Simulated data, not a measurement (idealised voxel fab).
Herein follows the process module entitled voxel self aligned contacts.
Section cut is 210 nm wide and gridded with 5 nm square cells.
Cross-section, as written here: a square-cell grid given band by band from the top down, where a band holds one or more rows of cells. Band: top height; bottom height; in nm. Then, left to right: material with width in nm, for each material. "everywhere": a single material spanning edge to edge. "empty": empty space. Height is counted from the level 0, under which the received wafer is composed throughout of one material. The lowest of the bands is not closed at the bottom but continues downward, in the notation "0 down". Width spec "30 to 40" -> top row of cells at first value, bottom row at second value, equal per-row change in between. Any step labelled "remained unchanged" changed none of the cells in the cross-section. What "Closed void register" gives you is every empty space of 8 cells or more that is cut off from the top. Each appears as width x height at distance, with the distance taken from the left edge and width, height and distance all in nm. If you see something after the settings on a step's line, that's the simulator's own remark about that step. "overlay nm", when on a step's line for a step with a mask, measures how far to the right of its planned place the mask lay; a negative measure means to the left.

Listed below are the process steps as planned:
1: RECEIVE,material Si
2: OXIDIZE,depth nm 5
3: DIRECTIONAL_DEP,material polySi,thk nm 30
4: DIRECTIONAL_DEP,material SiN,thk nm 20
5: MASKED_ETCH,tone cover,mask id GATE,width nm 25,pitch nm 60,etch materials SiN,depth nm 20,overlay nm 0
6: MASKED_ETCH,tone cover,mask id GATE,width nm 25,pitch nm 60,etch materials polySi,depth nm 30,overlay nm 0
7: CONFORMAL_DEP,material SiN,thk nm 10
8: DIRECTIONAL_ETCH,etch materials SiN,depth nm 10
9: FILL_DEP,material SiO2,thk nm 15
10: CMP,height nm 60
11: MASKED_ETCH,tone open,mask id CONTACT,width nm 45,etch materials SiO2,depth nm 65,overlay nm 0
12: CONFORMAL_DEP,material TiN,thk nm 5
13: FILL_DEP,material W,thk nm 10
14: CMP,height nm 60
15: CONFORMAL_DEP,material SiN,thk nm 5

Cross-section of the wafer at receipt, which is the condition after step 1:
* 0 down: Si everywhere
* Closed void register: none

End-of-module cross-section of the first of two wafers, processed as planned:
* 65 to 60: SiN everywhere
* 60 to 50: 80 SiO2  5 to 20 TiN  35 to 5 W  5 to 20 TiN  85 SiO2
* 50 to 30: 50 SiO2  45 SiN  5 TiN  5 W  5 TiN  45 SiN  55 SiO2
* 30 to 0: 50 SiO2  10 SiN  25 polySi  10 SiN  5 TiN  5 W  5 TiN  10 SiN  25 polySi  10 SiN  55 SiO2
* 0 to -5: 95 SiO2  15 TiN  100 SiO2
* -5 down: Si everywhere
* Closed void register: none

Cross-section at end of module for the second wafer of two, which matched the first in starting point and plan and differed by one mistake in its processing:
* 65 to 60: SiN everywhere
* 60 to 50: 85 SiO2  5 to 15 TiN  35 to 5 W  5 to 25 TiN  80 SiO2
* 50 to 30: 50 SiO2  45 SiN  5 TiN  5 W  5 TiN  45 SiN  55 SiO2
* 30 to 0: 50 SiO2  10 SiN  25 polySi  10 SiN  5 TiN  5 W  5 TiN  10 SiN  25 polySi  10 SiN  55 SiO2
* 0 to -5: 95 SiO2  15 TiN  100 SiO2
* -5 down: Si everywhere
* Closed void register: none
Want to know what went wrong? step 11 did not happen as planned, as run it was MASKED_ETCH,tone open,mask id CONTACT,width nm 45,etch materials SiO2,depth nm 65,overlay nm 5
The concluding comparison shows that, measured in cells, each material is equally abundant on both wafers, albeit at different positions.
